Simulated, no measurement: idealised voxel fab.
Name of the process module below: voxel ribs on slabs
The cross-section shown here is cut; it is 270 nm wide and divided into square cells measuring 5 nm on a side.
Throughout this document, each cross-section is represented as a grid of square cells and is presented as a sequence of bands enumerated from the top downward, where a band comprises one or more rows of cells.
The entry gives the band's vertical extent as a top height and a bottom height in nm, then its horizontal make-up as materials from left to right, each with a width in nm. "air" stands for empty space; a single material marked "throughout" fills the band edge to edge.
Where do heights start? At 0: under that level the wafer as delivered is made of one material only. And the lowest band has no floor; it just carries on downward, as in "0 -> down".
It should be noted that a width expressed as "30->40" varies in equal increments from row to row of cells within the band, taking the value of the first number at the top row and that of the second number at the bottom row.
Step marked "no modification"? Then no cell in the cross-section changed in it.
Closed-off voids of 8+ cells (no open route to the top) go in "Closed internal cavities", written width x height at distance from the left edge, in nm.
On each step's line, the part that comes after the settings is the simulator's own comment on the step.
Regarding "overlay nm": on a step with a mask, it is the distance the mask lay to the right of its planned place; a negative value places it to the left.

**The steps planned for the process are as follows**
1. RECEIVE (material Si)
2. DIRECTIONAL_DEP (material SiO2; thk nm 20)
3. DIRECTIONAL_DEP (material SiN; thk nm 25)
4. MASKED_ETCH (tone cover; mask id RIB; width nm 25; etch materials SiN; depth nm 5; overlay nm 0)
5. MASKED_ETCH (tone cover; mask id SLAB; width nm 85; etch materials SiN; depth nm 20; overlay nm 0)
6. FILL_DEP (material SiO2; thk nm 25)
7. CMP (height nm 60)
8. DIRECTIONAL_DEP (material W; thk nm 10)
9. DIRECTIONAL_DEP (material aC; thk nm 10)
10. PATTERN (tone cover; mask id HEATER; material resist; width nm 35; thk nm 25; overlay nm 0)
11. DIRECTIONAL_ETCH (etch materials aC; depth nm 10)
12. STRIP (etch materials resist)
13. DIRECTIONAL_ETCH (etch materials W; depth nm 10)
14. STRIP (etch materials aC)
15. CONFORMAL_DEP (material SiN; thk nm 5)

**Cross-section of the incoming wafer, state after step 1**
0 -> down: Si throughout
Closed internal cavities: none

**One mistake in running the module, otherwise start and plan as above: cross-section at the end**
70 -> 60: air=115; W=35; air=120
60 -> 45: SiO2 throughout
45 -> 40: SiO2=120; SiN=25; SiO2=125
40 -> 20: SiO2=90; SiN=85; SiO2=95
20 -> 0: SiO2 throughout
0 -> down: Si throughout
Closed internal cavities: none
Against the plan, the run slipped here: step 15 of the plan got skipped, so it never ran
